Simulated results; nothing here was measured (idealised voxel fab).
A process module follows: voxel fin reveal.
Pictured: cross-section cut, 275 nm wide, on a grid of 5 nm square cells.
Cross-sections here: square-cell grids, written as top-down lists of bands, a band being one or more rows of cells. It is stipulated that each band's entry specify, in nanometres, the height of the top of the band and then that of its bottom, followed by the materials of the band in left-to-right sequence, each together with its width in nanometres. A single material marked by the word "throughout" is understood to fill the band from edge to edge; the word "empty" is understood to denote empty space. Height 0 is the level under which the wafer as received is all one material. The lowest band goes on downwards, as in "z 0 and below". The expression "30->40" gives the width at the extremes of the band, the first number at its top row of cells and the second at its bottom row, with the width changing by equal amounts from each row to the next in between. Where a step carries "no alteration", the cross-section came out of it unchanged, cell for cell. What "Listed closed voids" gives you is every empty space of 8 cells or more that is cut off from the top. Each appears as width x height at distance, with the distance taken from the left edge and width, height and distance all in nm. That trailing text on a step's line, after the settings, is the simulator's own remark on the step. overlay nm: on a step with a mask, how far right of its planned place the mask lay; negative means left.

So here's the lineup of process steps we planned:
1 RECEIVE (material Si)
2 CONFORMAL_DEP (material SiN; thk nm 5)
3 MASKED_ETCH (tone cover; mask id FINS; width nm 15; pitch nm 40; etch materials SiN; depth nm 5; overlay nm 0)
4 MASKED_ETCH (tone cover; mask id FINS; width nm 15; pitch nm 40; etch materials Si; depth nm 35; overlay nm 0)
5 FILL_DEP (material SiO2; thk nm 10)
6 CMP (height nm 5)
7 SELECTIVE_ETCH (etch materials SiO2; depth nm 25)
8 STRIP (etch materials SiN)
9 CONFORMAL_DEP (material HfO2; thk nm 5)
Split variable: width nm, step 3. Plan value = first wafer. Wafers start alike.

First wafer as received, after step 1:
z 0 and below  Si throughout
Listed closed voids: none

First of several wafers, sectioned at end of module (last step: step 9):
z 5 to 0  empty 105  HfO2 25  empty 15  HfO2 25  empty 105
z 0 to -15  empty 105  HfO2 5  Si 15  HfO2 5  empty 15  HfO2 5  Si 15  HfO2 5  empty 105
z -15 to -20  HfO2 110  Si 15  HfO2 25  Si 15  HfO2 110
z -20 to -35  SiO2 110  Si 15  SiO2 25  Si 15  SiO2 110
z -35 and below  Si throughout
Listed closed voids: none

Cross-section, last wafer, module completion:
z 5 to 0  empty 100  HfO2 35  empty 5  HfO2 35  empty 100
z 0 to -15  empty 100  HfO2 5  Si 25  HfO2 5  empty 5  HfO2 5  Si 25  HfO2 5  empty 100
z -15 to -20  HfO2 105  Si 25  HfO2 15  Si 25  HfO2 105
z -20 to -35  SiO2 105  Si 25  SiO2 15  Si 25  SiO2 105
z -35 and below  Si throughout
Listed closed voids: none

End of module, by wafer: material-by-material cell gain (+) or loss (-) since receipt, then closed voids:
width nm 15, +71 HfO2, -343 Si, +147 SiO2, Listed closed voids: none
width nm 20, +71 HfO2, -329 Si, +141 SiO2, Listed closed voids: none
width nm 25, +71 HfO2, -315 Si, +135 SiO2, Listed closed voids: none
